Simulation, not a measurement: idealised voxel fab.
process module | voxel released beams
cross-section cut | 245 nm wide | cells 5 nm
A cross-section is a grid of square cells, given in bands from the top down. A band is one or more rows of cells.
Each band's line starts with the height of the band's top and of its bottom, in nm. Then come its materials from left to right, each with its width in nm. One material with "throughout" fills the band from edge to edge. "air" is empty space.
Height 0 is the level under which the wafer as received is all one material. The lowest band goes on downwards, as in "0 down".
A width such as "30 to 40" changes by the same amount from each row of cells to the next, from the band's top row to its bottom row.
"no change" after a step means that no cell of the cross-section changed.
closed voids: empty space of 8 cells or more with no open way to the top, each as width x height at its distance from the left edge, in nm
after a step's settings: what the simulator itself notes on the step
overlay nm, on a step with a mask: how far to the right of its planned place the mask lay; to the left if negative
plan
1 op RECEIVE | material Si
2 op CONFORMAL_DEP | material Al2O3 | thk nm 5
3 op DIRECTIONAL_DEP | material SiO2 | thk nm 10
4 op PATTERN | tone open | mask id ANCHOR | material resist | width nm 25 | thk nm 20 | overlay nm 0
5 op DIRECTIONAL_ETCH | etch materials SiO2 | depth nm 10
6 op STRIP | etch materials resist
7 op CONFORMAL_DEP | material SiN | thk nm 10
8 op MASKED_ETCH | tone cover | mask id BEAM | width nm 105 | etch materials SiN | depth nm 10 | overlay nm 0
9 op STRIP | etch materials SiO2
first wafer, as planned
as received, after step 1
  0 down: Si throughout
  closed voids: none
after step 2
  5 to 0: Al2O3 throughout
  below 0: unchanged
after step 3
  15 to 5: SiO2 throughout
  below 5: unchanged
after step 4
  35 to 15: resist 70 | air 25 | resist 150
  below 15: unchanged
after step 5
  35 to 15: resist 70 | air 25 | resist 150
  15 to 5: SiO2 70 | air 25 | SiO2 150
  below 5: unchanged
after step 6
  15 to 5: SiO2 70 | air 25 | SiO2 150
  below 5: unchanged
after step 7
  25 to 15: SiN 80 | air 5 | SiN 160
  15 to 5: SiO2 70 | SiN 25 | SiO2 150
  below 5: unchanged
after step 8
  25 to 15: air 65 | SiN 15 | air 5 | SiN 85 | air 75
  below 15: unchanged
after step 9
  25 to 15: air 65 | SiN 15 | air 5 | SiN 85 | air 75
  15 to 5: air 70 | SiN 25 | air 150
  below 5: unchanged
second wafer: like start, like plan, one mistake. Through step 5 it matches the first wafer
when step 6 should have ended
  0 down: Si throughout
when step 7 should have ended
  10 to 0: SiN throughout
  below 0: unchanged
when step 8 should have ended
  10 to 0: air 65 | SiN 105 | air 75
  below 0: unchanged
when step 9 should have ended: no change
what went wrong: step 6 ran as: op STRIP | etch materials Al2O3
at the end the second wafer has, in cells: 49 fewer of Al2O3 | 8 fewer of SiN
